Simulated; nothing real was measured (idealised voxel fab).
A process module follows: voxel transistor to metal.
Square cell edge 5 nm, section width 140 nm, ID cut.
When this document writes out a cross-section, it uses a grid of square cells and lists it as bands, beginning at the top and moving down, with a band standing for one or more rows of cells.
What a band's entry tells you: where the top is and where the bottom is, as heights in nm, and after that what lies inside, material by material from left to right, each with its width in nm. Empty space is written as the word "air", and a single material marked with the word "all across" occupies the band from edge to edge.
Heights are expressed relative to 0, this being the level below which the as-received wafer comprises one material exclusively. The lowest band is unbounded in the downward direction and is denoted as in "0 and below".
It should be noted that a width expressed as "30 to 40" varies in equal increments from row to row of cells within the band, taking the value of the first number at the top row and that of the second number at the bottom row.
When a step is marked "nothing changed", none of the cells in the cross-section changed during that step.
"closed voids": sealed empty spaces, 8 cells or more, no open way to top, listed width x height at distance, with distance from the left edge and width, height and distance in nm.
Formally, on a step line, whatever follows the settings is a remark that the simulator itself makes on the step.
overlay nm: mask offset rightward from planned place, masked step; negative means leftward offset.
**Intended process steps**
1 RECEIVE, material Si
2 CONFORMAL_DEP, material SiO2, thk nm 5
3 CONFORMAL_DEP, material SiN, thk nm 10
4 MASKED_ETCH, tone cover, mask id ACTIVE, width nm 95, etch materials SiN, depth nm 10, overlay nm 0
5 MASKED_ETCH, tone cover, mask id ACTIVE, width nm 95, etch materials SiO2, depth nm 5, overlay nm 0
6 MASKED_ETCH, tone cover, mask id ACTIVE, width nm 95, etch materials Si, depth nm 25, overlay nm 0
7 FILL_DEP, material SiO2, thk nm 10
8 CMP, height nm 15
9 SELECTIVE_ETCH, etch materials SiO2, depth nm 5
10 STRIP, etch materials SiN
11 SELECTIVE_ETCH, etch materials SiO2, depth nm 5
12 OXIDIZE, depth nm 5
13 DIRECTIONAL_DEP, material polySi, thk nm 25
14 DIRECTIONAL_DEP, material SiCN, thk nm 15
15 DIRECTIONAL_DEP, material aC, thk nm 10
16 PATTERN, tone cover, mask id GATE, material resist, width nm 15, thk nm 25, overlay nm 0
17 DIRECTIONAL_ETCH, etch materials aC, depth nm 10
18 STRIP, etch materials resist
19 DIRECTIONAL_ETCH, etch materials SiCN, depth nm 25
20 DIRECTIONAL_ETCH, etch materials polySi, depth nm 35
21 STRIP, etch materials aC
22 CONFORMAL_DEP, material SiO2, thk nm 5
23 DIRECTIONAL_ETCH, etch materials SiO2, depth nm 5
24 CONFORMAL_DEP, material SiN, thk nm 5
25 DIRECTIONAL_ETCH, etch materials SiN, depth nm 5
26 DIRECTIONAL_ETCH, etch materials SiO2, depth nm 5
27 DIRECTIONAL_ETCH, etch materials Si, depth nm 15
28 EPI, material nSi, thk nm 20
29 FILL_DEP, material SiO2, thk nm 5
30 CMP, height nm 40
31 DIRECTIONAL_DEP, material SiO2, thk nm 10
32 MASKED_ETCH, tone open, mask id CONTACT, width nm 30, pitch nm 55, etch materials SiO2, depth nm 35, overlay nm 0
33 CONFORMAL_DEP, material TiN, thk nm 5
34 FILL_DEP, material W, thk nm 10
35 CMP, height nm 50
36 DIRECTIONAL_DEP, material TiN, thk nm 5
37 DIRECTIONAL_DEP, material Ru, thk nm 20
38 DIRECTIONAL_DEP, material aC, thk nm 15
39 PATTERN, tone cover, mask id METAL_1, material resist, width nm 20, pitch nm 65, thk nm 30, overlay nm 0
40 DIRECTIONAL_ETCH, etch materials aC, depth nm 15
41 STRIP, etch materials resist
42 DIRECTIONAL_ETCH, etch materials Ru, depth nm 20
43 DIRECTIONAL_ETCH, etch materials TiN, depth nm 5
44 STRIP, etch materials aC
45 CONFORMAL_DEP, material SiCN, thk nm 5
46 FILL_DEP, material SiO2, thk nm 10
47 CMP, height nm 75
48 CONFORMAL_DEP, material SiN, thk nm 5
Keep in mind the plan's value for the depth nm of step 6 comes from the first wafer; the wafers don't share that setting, but they do share the same starting point.
**First wafer of several, as received: cross-section after step 1**
0 and below = Si all across
closed voids: none
**Quick look at the cross-section of the first of several wafers after step 48, which wraps up the module**
80 down to 75 = SiN all across
75 down to 55 = 20 of SiO2, then 5 of SiCN, then 20 of Ru, then 5 of SiCN, then 35 of SiO2, then 5 of SiCN, then 20 of Ru, then 5 of SiCN, then 25 of SiO2
55 down to 50 = 25 of SiCN, then 20 of TiN, then 45 of SiCN, then 20 of TiN, then 30 of SiCN
50 down to 40 = 25 of SiO2, then 5 of TiN, then 20 to 15 of W, then 5 to 10 of TiN, then 25 of SiO2, then 5 to 10 of TiN, then 20 to 15 of W, then 5 of TiN, then 30 of SiO2
40 down to 25 = 25 of SiO2, then 5 of TiN, then 15 of W, then 5 of TiN, then 5 of SiN, then 5 of SiO2, then 15 of SiCN, then 5 of SiO2, then 5 of SiN, then 5 of TiN, then 15 of W, then 5 of TiN, then 30 of SiO2
25 down to 20 = 25 of SiO2, then 5 of TiN, then 15 of W, then 5 of TiN, then 5 of SiN, then 5 of SiO2, then 15 of polySi, then 5 of SiO2, then 5 of SiN, then 5 of TiN, then 15 of W, then 5 of TiN, then 30 of SiO2
20 down to 15 = 25 of SiO2, then 25 of TiN, then 5 of SiN, then 5 of SiO2, then 15 of polySi, then 5 of SiO2, then 5 of SiN, then 25 of TiN, then 30 of SiO2
15 down to 5 = 15 of SiO2, then 35 of nSi, then 5 of SiN, then 5 of SiO2, then 15 of polySi, then 5 of SiO2, then 5 of SiN, then 35 of nSi, then 20 of SiO2
5 down to 0 = 15 of SiO2, then 5 of nSi, then 5 of SiN, then 25 of nSi, then 5 of SiN, then 5 of SiO2, then 15 of polySi, then 5 of SiO2, then 5 of SiN, then 25 of nSi, then 5 of SiN, then 5 of nSi, then 20 of SiO2
0 down to -5 = 25 of SiO2, then 25 of nSi, then 35 of SiO2, then 25 of nSi, then 30 of SiO2
-5 down to -20 = 20 of SiO2, then 5 of Si, then 25 of nSi, then 35 of Si, then 25 of nSi, then 5 of Si, then 25 of SiO2
-20 down to -25 = 20 of SiO2, then 95 of Si, then 25 of SiO2
-25 and below = Si all across
closed voids: none
**last wafer at the end**
80 down to 75 = SiN all across
75 down to 55 = 20 of SiO2, then 5 of SiCN, then 20 of Ru, then 5 of SiCN, then 35 of SiO2, then 5 of SiCN, then 20 of Ru, then 5 of SiCN, then 25 of SiO2
55 down to 50 = 25 of SiCN, then 20 of TiN, then 45 of SiCN, then 20 of TiN, then 30 of SiCN
50 down to 40 = 25 of SiO2, then 5 of TiN, then 20 to 15 of W, then 5 to 10 of TiN, then 25 of SiO2, then 5 to 10 of TiN, then 20 to 15 of W, then 5 of TiN, then 30 of SiO2
40 down to 25 = 25 of SiO2, then 5 of TiN, then 15 of W, then 5 of TiN, then 5 of SiN, then 5 of SiO2, then 15 of SiCN, then 5 of SiO2, then 5 of SiN, then 5 of TiN, then 15 of W, then 5 of TiN, then 30 of SiO2
25 down to 20 = 25 of SiO2, then 5 of TiN, then 15 of W, then 5 of TiN, then 5 of SiN, then 5 of SiO2, then 15 of polySi, then 5 of SiO2, then 5 of SiN, then 5 of TiN, then 15 of W, then 5 of TiN, then 30 of SiO2
20 down to 15 = 25 of SiO2, then 25 of TiN, then 5 of SiN, then 5 of SiO2, then 15 of polySi, then 5 of SiO2, then 5 of SiN, then 25 of TiN, then 30 of SiO2
15 down to 5 = 15 of SiO2, then 35 of nSi, then 5 of SiN, then 5 of SiO2, then 15 of polySi, then 5 of SiO2, then 5 of SiN, then 35 of nSi, then 20 of SiO2
5 down to 0 = 15 of SiO2, then 5 of nSi, then 5 of SiN, then 25 of nSi, then 5 of SiN, then 5 of SiO2, then 15 of polySi, then 5 of SiO2, then 5 of SiN, then 25 of nSi, then 5 of SiN, then 5 of nSi, then 20 of SiO2
0 down to -5 = 25 of SiO2, then 25 of nSi, then 35 of SiO2, then 25 of nSi, then 30 of SiO2
-5 down to -20 = 20 of SiO2, then 5 of Si, then 25 of nSi, then 35 of Si, then 25 of nSi, then 5 of Si, then 25 of SiO2
-20 down to -50 = 20 of SiO2, then 95 of Si, then 25 of SiO2
-50 and below = Si all across
closed voids: none
**End of module, by wafer: material-by-material cell gain (+) or loss (-) since receipt, then closed voids**
depth nm 25 | +32 Ru | -94 Si | +45 SiCN | +46 SiN | +242 SiO2 | +44 TiN | +38 W | +80 nSi | +15 polySi | closed voids: none
depth nm 30 | +32 Ru | -103 Si | +45 SiCN | +46 SiN | +251 SiO2 | +44 TiN | +38 W | +80 nSi | +15 polySi | closed voids: none
depth nm 35 | +32 Ru | -112 Si | +45 SiCN | +46 SiN | +260 SiO2 | +44 TiN | +38 W | +80 nSi | +15 polySi | closed voids: none
depth nm 40 | +32 Ru | -121 Si | +45 SiCN | +46 SiN | +269 SiO2 | +44 TiN | +38 W | +80 nSi | +15 polySi | closed voids: none
depth nm 45 | +32 Ru | -130 Si | +45 SiCN | +46 SiN | +278 SiO2 | +44 TiN | +38 W | +80 nSi | +15 polySi | closed voids: none
depth nm 50 | +32 Ru | -139 Si | +45 SiCN | +46 SiN | +287 SiO2 | +44 TiN | +38 W | +80 nSi | +15 polySi | closed voids: none
